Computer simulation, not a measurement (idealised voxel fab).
Presented below is a process module, voxel self aligned contacts.
Section shown: cut. Width: 260 nm. Cell size: 5 nm, square.
In what follows, cross-sections appear as grids of square cells, described through bands that run from the top down, where every band is one or more rows of cells. Quick guide to a band line: top height, bottom height (nm) up front; then every material left to right with its width in nm. Only one material and it's marked "edge to edge"? Then it fills the band edge to edge. And "empty" just means empty space. Heads up on the height convention: 0 is the point under which the incoming wafer is all one material, and the lowest band has no bottom, it just keeps going down, like "0 down". Top row gets the first number, bottom row gets the second, and each row in between changes by the same step: that is how a band width like "30->40" works. Where the words "changes: none" appear for a step, the cross-section shows no cell changed by that step; every cell remained as before. This entry, "Sealed void inventory", enumerates those empty regions of no fewer than 8 cells that possess no open connection to the top. Each region is reported in the form width x height at distance, the distance being taken from the left edge, with all three quantities expressed in nm. Text after the settings on a step's line: the simulator's own remark on that step. overlay nm: step with mask; distance mask lay right of planned place; negative value = left of planned place.
List of planned process steps:
1,RECEIVE (material Si)
2,CONFORMAL_DEP (material SiO2; thk nm 5)
3,DIRECTIONAL_DEP (material polySi; thk nm 25)
4,DIRECTIONAL_DEP (material SiN; thk nm 20)
5,DIRECTIONAL_DEP (material aC; thk nm 10)
6,PATTERN (tone cover; mask id GATE; material resist; width nm 25; pitch nm 70; thk nm 25; overlay nm 0)
7,DIRECTIONAL_ETCH (etch materials aC; depth nm 10)
8,STRIP (etch materials resist)
9,DIRECTIONAL_ETCH (etch materials SiN; depth nm 20)
10,DIRECTIONAL_ETCH (etch materials polySi; depth nm 25)
11,STRIP (etch materials aC)
12,CONFORMAL_DEP (material SiN; thk nm 10)
13,DIRECTIONAL_ETCH (etch materials SiN; depth nm 10)
14,FILL_DEP (material SiO2; thk nm 15)
15,CMP (height nm 55)
16,MASKED_ETCH (tone open; mask id CONTACT; width nm 55; etch materials SiO2; depth nm 55; overlay nm 0)
17,CONFORMAL_DEP (material TiN; thk nm 5)
18,FILL_DEP (material W; thk nm 5)
19,CMP (height nm 55)
20,CONFORMAL_DEP (material SiCN; thk nm 5)
Cross-section of the wafer as it came to us, i.e., already through step 1:
> 0 down | Si edge to edge
> Sealed void inventory: none
End-of-module XS, first of two wafers, run as planned:
> 60 to 55 | SiCN edge to edge
> 55 to 50 | 100 nm SiO2; 20 nm TiN; 15 nm W; 20 nm TiN; 105 nm SiO2
> 50 to 30 | 70 nm SiO2; 45 nm SiN; 5 nm TiN; 15 nm W; 5 nm TiN; 45 nm SiN; 75 nm SiO2
> 30 to 5 | 70 nm SiO2; 10 nm SiN; 25 nm polySi; 10 nm SiN; 5 nm TiN; 15 nm W; 5 nm TiN; 10 nm SiN; 25 nm polySi; 10 nm SiN; 75 nm SiO2
> 5 to 0 | 115 nm SiO2; 25 nm TiN; 120 nm SiO2
> 0 down | Si edge to edge
> Sealed void inventory: none
Here's the second of our two wafers sectioned at module end. Same start as the first, same plan, but one mistake got made running it:
> 60 to 55 | SiCN edge to edge
> 55 to 50 | 100 nm SiO2; 20 nm TiN; 15 nm W; 20 nm TiN; 105 nm SiO2
> 50 to 30 | 70 nm SiO2; 10 nm SiN; 25 nm polySi; 10 nm SiN; 5 nm TiN; 15 nm W; 5 nm TiN; 10 nm SiN; 25 nm polySi; 10 nm SiN; 75 nm SiO2
> 30 to 25 | 70 nm SiO2; 10 nm SiN; 25 nm polySi; 10 nm SiN; 25 nm TiN; 10 nm SiN; 25 nm polySi; 10 nm SiN; 75 nm SiO2
> 25 to 5 | SiN edge to edge
> 5 to 0 | SiO2 edge to edge
> 0 down | Si edge to edge
> Sealed void inventory: none
Deviation from plan: the executed order of steps 3 and 4 is the reverse of that specified in the plan, each step having taken the other's position
Final tally in cells, some materials are higher or lower on the second wafer than on the first: SiN +136, SiO2 -111, TiN -10, W -15
